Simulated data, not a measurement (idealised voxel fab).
Process module under the name voxel capacitor over wiring
Section shown: cut. Width: 235 nm. Cell size: 5 nm, square.
If you're reading a cross-section in this doc, picture square cells in a grid; it comes to you as bands, top ones listed first down to the bottom, and a band can be one or more rows of cells. Band: top height; bottom height; in nm. Then, left to right: material with width in nm, for each material. "all across": a single material spanning edge to edge. "blank": empty space. The level at which height equals 0 is the one under which the wafer, as it arrives, is entirely one material. No lower edge exists for the bottom band, which continues downward and is notated as in "0 down". Width spec "30->40" -> top row of cells at first value, bottom row at second value, equal per-row change in between. "everything unchanged" after a step means that no cell of the cross-section changed. "Unvented internal voids": empty spaces of 8 cells or more with no open way to the top, each given as width x height at distance, distance from the left edge, all in nm. Read whatever lies past the settings on a step's line as the simulator's own remark about the step. You can add "overlay nm" to a step's line. For a step with a mask, it describes how far the mask lay to the right of its planned position, and a negative number describes a lay to the left.

## These are the steps we planned for the process
1 RECEIVE, material Si
2 CONFORMAL_DEP, material SiO2, thk nm 10
3 DIRECTIONAL_DEP, material TiN, thk nm 5
4 DIRECTIONAL_DEP, material Ru, thk nm 25
5 MASKED_ETCH, tone cover, mask id METAL_1, width nm 30, pitch nm 95, etch materials Ru, depth nm 25, overlay nm 0
6 MASKED_ETCH, tone cover, mask id METAL_1, width nm 30, pitch nm 95, etch materials TiN, depth nm 5, overlay nm 0
7 CONFORMAL_DEP, material SiCN, thk nm 5
8 FILL_DEP, material SiO2, thk nm 5
9 CMP, height nm 40
10 CONFORMAL_DEP, material SiCN, thk nm 5
11 DIRECTIONAL_DEP, material SiO2, thk nm 20
12 PATTERN, tone open, mask id PLUG_1, material resist, width nm 15, thk nm 20, overlay nm 0
13 DIRECTIONAL_ETCH, etch materials SiO2, depth nm 20
14 DIRECTIONAL_ETCH, etch materials SiCN, depth nm 5
15 STRIP, etch materials resist
16 CONFORMAL_DEP, material TiN, thk nm 5
17 FILL_DEP, material W, thk nm 10
18 CMP, height nm 65
19 DIRECTIONAL_DEP, material TiN, thk nm 10
20 DIRECTIONAL_DEP, material Al2O3, thk nm 5
21 DIRECTIONAL_DEP, material TiN, thk nm 10
22 MASKED_ETCH, tone cover, mask id UPPER_PLATE, width nm 70, etch materials TiN, depth nm 10, overlay nm 0
23 MASKED_ETCH, tone cover, mask id UPPER_PLATE, width nm 70, etch materials Al2O3, depth nm 5, overlay nm 0
24 MASKED_ETCH, tone cover, mask id LOWER_PLATE, width nm 80, etch materials TiN, depth nm 10, overlay nm 0
25 FILL_DEP, material SiO2, thk nm 20
26 CMP, height nm 105
27 DIRECTIONAL_DEP, material aC, thk nm 10
28 PATTERN, tone open, mask id PLUG_2, material resist, width nm 15, thk nm 30, overlay nm 0
29 DIRECTIONAL_ETCH, etch materials aC, depth nm 10
30 STRIP, etch materials resist
31 DIRECTIONAL_ETCH, etch materials SiO2, depth nm 15
32 STRIP, etch materials aC
33 CONFORMAL_DEP, material TiN, thk nm 5
34 FILL_DEP, material Ru, thk nm 5
35 CMP, height nm 105
36 CONFORMAL_DEP, material SiCN, thk nm 5

## Cross-section of the incoming wafer, state after step 1
* 0 down  Si all across
* Unvented internal voids: none

## Final cross-section, module run with one mistake (start and plan as above)
* 110 to 105  SiCN all across
* 105 to 95  SiO2=80; TiN=5; Ru=10; TiN=5; SiO2=135
* 95 to 90  SiO2=80; TiN=20; SiO2=135
* 90 to 80  SiO2=70; TiN=70; SiO2=95
* 80 to 75  SiO2=70; Al2O3=70; SiO2=95
* 75 to 65  SiO2=65; TiN=80; SiO2=90
* 65 to 45  SiO2=70; TiN=5; W=5; TiN=5; SiO2=150
* 45 to 40  SiCN=70; TiN=15; SiCN=150
* 40 to 15  SiO2=50; SiCN=5; Ru=30; SiCN=5; SiO2=55; SiCN=5; Ru=30; SiCN=5; SiO2=50
* 15 to 10  SiCN=55; TiN=30; SiCN=65; TiN=30; SiCN=55
* 10 to 0  SiO2 all across
* 0 down  Si all across
* Unvented internal voids: none
Heads up, the wafer didn't run the way we planned it: so step 28 ended up running with a different setting than we planned, it ran as PATTERN, tone open, mask id PLUG_2, material resist, width nm 20, thk nm 30, overlay nm 0
